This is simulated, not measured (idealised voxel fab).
voxel wiring stack: a process module
Cross-section cut: width 210 nm, square cells of 5 nm.
Cross-sections here: square-cell grids, written as top-down lists of bands, a band being one or more rows of cells. A band entry consists of two parts. The first gives the height of the band's top and the height of its bottom, in nm. The rest lists the band's materials from left to right, each with its width in nm. A single material labelled with the word "all across" fills the band from edge to edge, and the word "blank" marks empty space. It should be noted that heights are counted from 0, beneath which the wafer as supplied is of one material throughout, and that the lowest band possesses no lower boundary but continues downward, as written in "top 0, no bottom". Graded width ("30 to 40"): value in top row of band = first number; value in bottom row = second number; row-to-row change constant. No cell of the cross-section changed in a step that is given as "changes: none". Empty spaces without an open route to the top, at least 8 cells in extent, make up the entry "Unvented voids"; each is given as width x height at distance, where the distance is measured from the left edge, and all are in nm. Heads up: the bit after the settings on a step's line is the simulator's remark on that step. Steps that use a mask can have "overlay nm" on their line. It says how far the mask sat to the right of where it was meant to be. Negative means to the left.

plan
step 1: RECEIVE with material Si
step 2: CONFORMAL_DEP with material SiO2, thk nm 10
step 3: DIRECTIONAL_DEP with material TiN, thk nm 5
step 4: DIRECTIONAL_DEP with material Ru, thk nm 25
step 5: DIRECTIONAL_DEP with material aC, thk nm 10
step 6: PATTERN with tone cover, mask id METAL_1, material resist, width nm 25, pitch nm 40, thk nm 25, overlay nm 0
step 7: DIRECTIONAL_ETCH with etch materials aC, depth nm 10
step 8: STRIP with etch materials resist
step 9: DIRECTIONAL_ETCH with etch materials Ru, depth nm 25
step 10: DIRECTIONAL_ETCH with etch materials TiN, depth nm 5
step 11: STRIP with etch materials aC
step 12: FILL_DEP with material SiO2, thk nm 5
step 13: CMP with height nm 40
step 14: CONFORMAL_DEP with material SiCN, thk nm 5
step 15: DIRECTIONAL_DEP with material SiO2, thk nm 15
step 16: MASKED_ETCH with tone open, mask id PLUG_1, width nm 15, pitch nm 40, etch materials SiO2, depth nm 15, overlay nm 0
step 17: MASKED_ETCH with tone open, mask id PLUG_1, width nm 15, pitch nm 40, etch materials SiCN, depth nm 5, overlay nm 0
step 18: CONFORMAL_DEP with material TiN, thk nm 5
step 19: FILL_DEP with material Ru, thk nm 10
step 20: CMP with height nm 60
step 21: CONFORMAL_DEP with material SiN, thk nm 5
step 22: DIRECTIONAL_DEP with material lowk, thk nm 15
step 23: DIRECTIONAL_DEP with material aC, thk nm 10
step 24: PATTERN with tone open, mask id METAL_2, material resist, width nm 25, pitch nm 40, thk nm 30, overlay nm 0
step 25: DIRECTIONAL_ETCH with etch materials aC, depth nm 10
step 26: STRIP with etch materials resist
step 27: DIRECTIONAL_ETCH with etch materials lowk, depth nm 15
step 28: DIRECTIONAL_ETCH with etch materials SiN, depth nm 5
step 29: STRIP with etch materials aC
step 30: CONFORMAL_DEP with material TiN, thk nm 5
step 31: FILL_DEP with material Cu, thk nm 5
step 32: CMP with height nm 80
step 33: CONFORMAL_DEP with material SiCN, thk nm 5
step 34: DIRECTIONAL_DEP with material SiO2, thk nm 30
step 35: MASKED_ETCH with tone open, mask id METAL_3_HOLES, width nm 15, pitch nm 80, etch materials SiO2, depth nm 30, overlay nm 0
step 36: DIRECTIONAL_DEP with material aC, thk nm 15
step 37: PATTERN with tone open, mask id METAL_3, material resist, width nm 25, pitch nm 40, thk nm 30, overlay nm 0
step 38: DIRECTIONAL_ETCH with etch materials aC, depth nm 15
step 39: STRIP with etch materials resist
step 40: DIRECTIONAL_ETCH with etch materials SiO2, depth nm 20
step 41: DIRECTIONAL_ETCH with etch materials SiCN, depth nm 5
step 42: STRIP with etch materials aC
step 43: CONFORMAL_DEP with material TiN, thk nm 5
step 44: FILL_DEP with material Cu, thk nm 10
step 45: CMP with height nm 115
step 46: CONFORMAL_DEP with material SiN, thk nm 5

The cross-section here shows the wafer as received, i.e. in its state after step 1
- top 0, no bottom | Si all across
- Unvented voids: none

First of two wafers, end-of-module section, run followed plan
- top 120, bottom 115 | SiN all across
- top 115, bottom 100 | SiO2 (30) / TiN (5) / Cu (15) / TiN (5) / SiO2 (15) / TiN (5) / Cu (15) / TiN (5) / SiO2 (15) / TiN (5) / Cu (15) / TiN (5) / SiO2 (15) / TiN (5) / Cu (15) / TiN (5) / SiO2 (35)
- top 100, bottom 95 | SiO2 (30) / TiN (5) / Cu (5) / TiN (15) / SiO2 (15) / TiN (25) / SiO2 (15) / TiN (5) / Cu (5) / TiN (15) / SiO2 (15) / TiN (25) / SiO2 (35)
- top 95, bottom 85 | SiO2 (30) / TiN (5) / Cu (5) / TiN (5) / SiO2 (65) / TiN (5) / Cu (5) / TiN (5) / SiO2 (85)
- top 85, bottom 80 | SiCN (30) / TiN (15) / SiCN (65) / TiN (15) / SiCN (85)
- top 80, bottom 65 | lowk (30) / TiN (5) / Cu (15) / TiN (5) / lowk (15) / TiN (5) / Cu (15) / TiN (5) / lowk (15) / TiN (5) / Cu (15) / TiN (5) / lowk (15) / TiN (5) / Cu (15) / TiN (5) / lowk (35)
- top 65, bottom 60 | SiN (30) / TiN (25) / SiN (15) / TiN (25) / SiN (15) / TiN (25) / SiN (15) / TiN (25) / SiN (35)
- top 60, bottom 45 | SiO2 (30) / TiN (5) / Ru (5) / TiN (5) / SiO2 (25) / TiN (5) / Ru (5) / TiN (5) / SiO2 (25) / TiN (5) / Ru (5) / TiN (5) / SiO2 (25) / TiN (5) / Ru (5) / TiN (5) / SiO2 (45)
- top 45, bottom 40 | SiCN (30) / TiN (15) / SiCN (25) / TiN (15) / SiCN (25) / TiN (15) / SiCN (25) / TiN (15) / SiCN (45)
- top 40, bottom 15 | SiO2 (30) / Ru (25) / SiO2 (15) / Ru (25) / SiO2 (15) / Ru (25) / SiO2 (15) / Ru (25) / SiO2 (35)
- top 15, bottom 10 | SiO2 (30) / TiN (25) / SiO2 (15) / TiN (25) / SiO2 (15) / TiN (25) / SiO2 (15) / TiN (25) / SiO2 (35)
- top 10, bottom 0 | SiO2 all across
- top 0, no bottom | Si all across
- Unvented voids: none

Second wafer cross-section at end of module - shared start and plan with the first, one mistake in the run
- top 120, bottom 115 | SiN all across
- top 115, bottom 100 | SiO2 (30) / TiN (5) / Cu (15) / TiN (5) / SiO2 (15) / TiN (5) / Cu (15) / TiN (5) / SiO2 (15) / TiN (5) / Cu (15) / TiN (5) / SiO2 (15) / TiN (5) / Cu (15) / TiN (5) / SiO2 (35)
- top 100, bottom 95 | SiO2 (30) / TiN (5) / Cu (5) / TiN (15) / SiO2 (15) / TiN (25) / SiO2 (15) / TiN (5) / Cu (5) / TiN (15) / SiO2 (15) / TiN (25) / SiO2 (35)
- top 95, bottom 85 | SiO2 (30) / TiN (5) / Cu (5) / TiN (5) / SiO2 (65) / TiN (5) / Cu (5) / TiN (5) / SiO2 (85)
- top 85, bottom 80 | SiCN (30) / TiN (15) / SiCN (65) / TiN (15) / SiCN (85)
- top 80, bottom 65 | lowk (30) / TiN (5) / Cu (15) / TiN (5) / lowk (15) / TiN (5) / Cu (15) / TiN (5) / lowk (15) / TiN (5) / Cu (15) / TiN (5) / lowk (15) / TiN (5) / Cu (15) / TiN (5) / lowk (35)
- top 65, bottom 60 | SiN (30) / TiN (25) / SiN (15) / TiN (25) / SiN (15) / TiN (25) / SiN (15) / TiN (25) / SiN (35)
- top 60, bottom 50 | SiO2 (30) / TiN (5) / Ru (5) / TiN (5) / SiO2 (25) / TiN (5) / Ru (5) / TiN (5) / SiO2 (25) / TiN (5) / Ru (5) / TiN (5) / SiO2 (25) / TiN (5) / Ru (5) / TiN (5) / SiO2 (45)
- top 50, bottom 45 | SiO2 (30) / TiN (15) / SiO2 (25) / TiN (15) / SiO2 (25) / TiN (15) / SiO2 (25) / TiN (15) / SiO2 (45)
- top 45, bottom 40 | SiCN (30) / TiN (10) / SiCN (30) / TiN (10) / SiCN (30) / TiN (10) / SiCN (30) / TiN (10) / SiCN (50)
- top 40, bottom 15 | SiO2 (30) / Ru (25) / SiO2 (15) / Ru (25) / SiO2 (15) / Ru (25) / SiO2 (15) / Ru (25) / SiO2 (35)
- top 15, bottom 10 | SiO2 (30) / TiN (25) / SiO2 (15) / TiN (25) / SiO2 (15) / TiN (25) / SiO2 (15) / TiN (25) / SiO2 (35)
- top 10, bottom 0 | SiO2 all across
- top 0, no bottom | Si all across
- Unvented voids: none
Here's what went sideways: off-plan run, step 17, actual operation and settings MASKED_ETCH with tone open, mask id PLUG_1, width nm 15, pitch nm 40, etch materials SiCN, depth nm 5, overlay nm -5
Wafer comparison, final, in cells, second relative to first, materials more or fewer: 4 fewer of Ru; 4 more of SiCN
